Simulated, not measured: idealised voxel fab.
process module | voxel capacitor over wiring
cross-section cut | 160 nm wide | cells 5 nm
A cross-section is a grid of square cells, given in bands from the top down. A band is one or more rows of cells.
Each band's line starts with the height of the band's top and of its bottom, in nm. Then come its materials from left to right, each with its width in nm. One material with "throughout" fills the band from edge to edge. "air" is empty space.
Height 0 is the level under which the wafer as received is all one material. The lowest band goes on downwards, as in "0 down".
A width such as "30 to 40" changes by the same amount from each row of cells to the next, from the band's top row to its bottom row.
"no change" after a step means that no cell of the cross-section changed.
closed voids: empty space of 8 cells or more with no open way to the top, each as width x height at its distance from the left edge, in nm
after a step's settings: what the simulator itself notes on the step
overlay nm, on a step with a mask: how far to the right of its planned place the mask lay; to the left if negative
plan
1 op RECEIVE | material Si
2 op CONFORMAL_DEP | material SiO2 | thk nm 10
3 op DIRECTIONAL_DEP | material TiN | thk nm 5
4 op DIRECTIONAL_DEP | material Ru | thk nm 20
5 op DIRECTIONAL_DEP | material aC | thk nm 15
6 op PATTERN | tone cover | mask id METAL_1 | material resist | width nm 25 | pitch nm 75 | thk nm 35 | overlay nm 0
7 op DIRECTIONAL_ETCH | etch materials aC | depth nm 15
8 op STRIP | etch materials resist
9 op DIRECTIONAL_ETCH | etch materials Ru | depth nm 20
10 op DIRECTIONAL_ETCH | etch materials TiN | depth nm 5
11 op STRIP | etch materials aC
12 op FILL_DEP | material lowk | thk nm 5
13 op CMP | height nm 35
14 op CONFORMAL_DEP | material SiCN | thk nm 5
15 op DIRECTIONAL_DEP | material SiO2 | thk nm 10
16 op DIRECTIONAL_DEP | material aC | thk nm 10
17 op PATTERN | tone open | mask id PLUG_1 | material resist | width nm 15 | thk nm 30 | overlay nm 0
18 op DIRECTIONAL_ETCH | etch materials aC | depth nm 10
19 op STRIP | etch materials resist
20 op DIRECTIONAL_ETCH | etch materials SiO2 | depth nm 10
21 op DIRECTIONAL_ETCH | etch materials SiCN | depth nm 5
22 op STRIP | etch materials aC
23 op CONFORMAL_DEP | material TiN | thk nm 5
24 op FILL_DEP | material Ru | thk nm 5
25 op CMP | height nm 50
26 op DIRECTIONAL_DEP | material TiN | thk nm 10
27 op DIRECTIONAL_DEP | material HfO2 | thk nm 5
28 op DIRECTIONAL_DEP | material TiN | thk nm 10
29 op MASKED_ETCH | tone cover | mask id UPPER_PLATE | width nm 55 | etch materials TiN | depth nm 10 | overlay nm 0
30 op MASKED_ETCH | tone cover | mask id UPPER_PLATE | width nm 55 | etch materials HfO2 | depth nm 5 | overlay nm 0
31 op PATTERN | tone cover | mask id LOWER_PLATE | material resist | width nm 55 | thk nm 20 | overlay nm 0
32 op DIRECTIONAL_ETCH | etch materials TiN | depth nm 10
33 op STRIP | etch materials resist
34 op FILL_DEP | material SiO2 | thk nm 20
35 op CMP | height nm 90
36 op PATTERN | tone open | mask id PLUG_2 | material resist | width nm 15 | thk nm 20 | overlay nm 0
37 op DIRECTIONAL_ETCH | etch materials SiO2 | depth nm 15
38 op STRIP | etch materials resist
39 op CONFORMAL_DEP | material TiN | thk nm 5
40 op FILL_DEP | material W | thk nm 5
41 op CMP | height nm 90
42 op CONFORMAL_DEP | material SiN | thk nm 5
varied across the wafers: width nm of step 31. The plan shows the first wafer's value. All wafers start alike
first wafer as received, after step 1
  0 down: Si throughout
  closed voids: none
each wafer at the end: cells of each material gained (+) or lost (-) since it was received, then its closed voids
width nm 55 | +11 HfO2 | +42 Ru | +29 SiCN | +32 SiN | +314 SiO2 | +68 TiN | +2 W | +110 lowk | closed voids: none
width nm 60 | +11 HfO2 | +42 Ru | +29 SiCN | +32 SiN | +312 SiO2 | +70 TiN | +2 W | +110 lowk | closed voids: none
width nm 65 | +11 HfO2 | +42 Ru | +29 SiCN | +32 SiN | +310 SiO2 | +72 TiN | +2 W | +110 lowk | closed voids: none
width nm 70 | +11 HfO2 | +42 Ru | +29 SiCN | +32 SiN | +308 SiO2 | +74 TiN | +2 W | +110 lowk | closed voids: none
width nm 75 | +11 HfO2 | +42 Ru | +29 SiCN | +32 SiN | +306 SiO2 | +76 TiN | +2 W | +110 lowk | closed voids: none
width nm 80 | +11 HfO2 | +42 Ru | +29 SiCN | +32 SiN | +304 SiO2 | +78 TiN | +2 W | +110 lowk | closed voids: none
